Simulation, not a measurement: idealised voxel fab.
Proc. module: voxel wiring stack
The figure presents cross-section cut, which has a width of 185 nm and is divided into square cells with an edge length of 5 nm.
For the purposes of this document, a cross-section shall be understood as a grid of square cells, specified as bands listed in top-to-bottom order, each band consisting of one or more rows of cells.
Basically the band line says how high the top is and how high the bottom is, in nm, and then what's in it from left to right, every material with its width in nm. Empty space shows up as "blank", and if a single material carries "everywhere" it runs the full band edge to edge.
Ref level 0: as-received wafer is one material below here. Bottom band extends down with no lower bound ("0 and below").
It should be noted that a width expressed as "30..40" varies in equal increments from row to row of cells within the band, taking the value of the first number at the top row and that of the second number at the bottom row.
It should be understood that the words "nothing altered", when stated for a given step, signify that the cross-section underwent no change in any of its cells during that step.
Each empty space that has no open way to the top and spans at least 8 cells appears under "Closed void catalog" as width x height at distance, the distance counted from the left edge, all in nm.
It should be noted that, on the line of a given step, the content following the step's settings is a remark produced by the simulator itself with respect to that step.
overlay nm: for a step with a mask, the amount by which the mask lay right of where it was planned; a negative amount means left of it.

**Here's what the planned process steps look like**
1,RECEIVE (material Si)
2,CONFORMAL_DEP (material SiO2; thk nm 10)
3,CONFORMAL_DEP (material SiCN; thk nm 5)
4,DIRECTIONAL_DEP (material SiO2; thk nm 20)
5,PATTERN (tone open; mask id METAL_1; material resist; width nm 25; pitch nm 40; thk nm 15; overlay nm 0)
6,DIRECTIONAL_ETCH (etch materials SiO2; depth nm 20)
7,DIRECTIONAL_ETCH (etch materials SiCN; depth nm 5)
8,STRIP (etch materials resist)
9,CONFORMAL_DEP (material TiN; thk nm 5)
10,FILL_DEP (material Cu; thk nm 5)
11,CMP (height nm 35)
12,CONFORMAL_DEP (material SiCN; thk nm 5)
13,DIRECTIONAL_DEP (material SiO2; thk nm 30)
14,MASKED_ETCH (tone open; mask id METAL_2_HOLES; width nm 15; pitch nm 80; etch materials SiO2; depth nm 30; overlay nm 0)
15,MASKED_ETCH (tone open; mask id METAL_2; width nm 25; pitch nm 40; etch materials SiO2; depth nm 20; overlay nm 0)
16,MASKED_ETCH (tone open; mask id METAL_2; width nm 25; pitch nm 40; etch materials SiCN; depth nm 5; overlay nm 0)
17,CONFORMAL_DEP (material TiN; thk nm 5)
18,FILL_DEP (material Cu; thk nm 10)
19,CMP (height nm 70)
20,CONFORMAL_DEP (material SiN; thk nm 5)

**As-received wafer cross-section (after step 1)**
* 0 and below  Si everywhere
* Closed void catalog: none

**Cross-sectional result after module completion. Note: starting condition and plan are unchanged from above; one processing mistake was made**
* 75 down to 70  SiN everywhere
* 70 down to 55  20 SiO2  5 TiN  15 Cu  5 TiN  15 SiO2  5 TiN  15 Cu  5 TiN  15 SiO2  5 TiN  15 Cu  5 TiN  15 SiO2  5 TiN  15 Cu  5 TiN  20 SiO2
* 55 down to 50  20 SiO2  5 TiN  5 Cu  15 TiN  15 SiO2  25 TiN  15 SiO2  5 TiN  5 Cu  15 TiN  15 SiO2  25 TiN  20 SiO2
* 50 down to 40  20 SiO2  5 TiN  5 Cu  5 TiN  65 SiO2  5 TiN  5 Cu  5 TiN  70 SiO2
* 40 down to 35  20 SiCN  15 TiN  65 SiCN  15 TiN  70 SiCN
* 35 down to 15  15 Cu  5 TiN  25 SiO2  5 TiN  5 Cu  5 TiN  25 SiO2  5 TiN  5 Cu  5 TiN  25 SiO2  5 TiN  5 Cu  5 TiN  25 SiO2  5 TiN  15 Cu
* 15 down to 10  20 TiN  25 SiCN  15 TiN  25 SiCN  15 TiN  25 SiCN  15 TiN  25 SiCN  20 TiN
* 10 down to 0  SiO2 everywhere
* 0 and below  Si everywhere
* Closed void catalog: none
Against the plan, the run slipped here: step 5 deviated from plan and actually ran as PATTERN (tone cover; mask id METAL_1; material resist; width nm 25; pitch nm 40; thk nm 15; overlay nm 0)
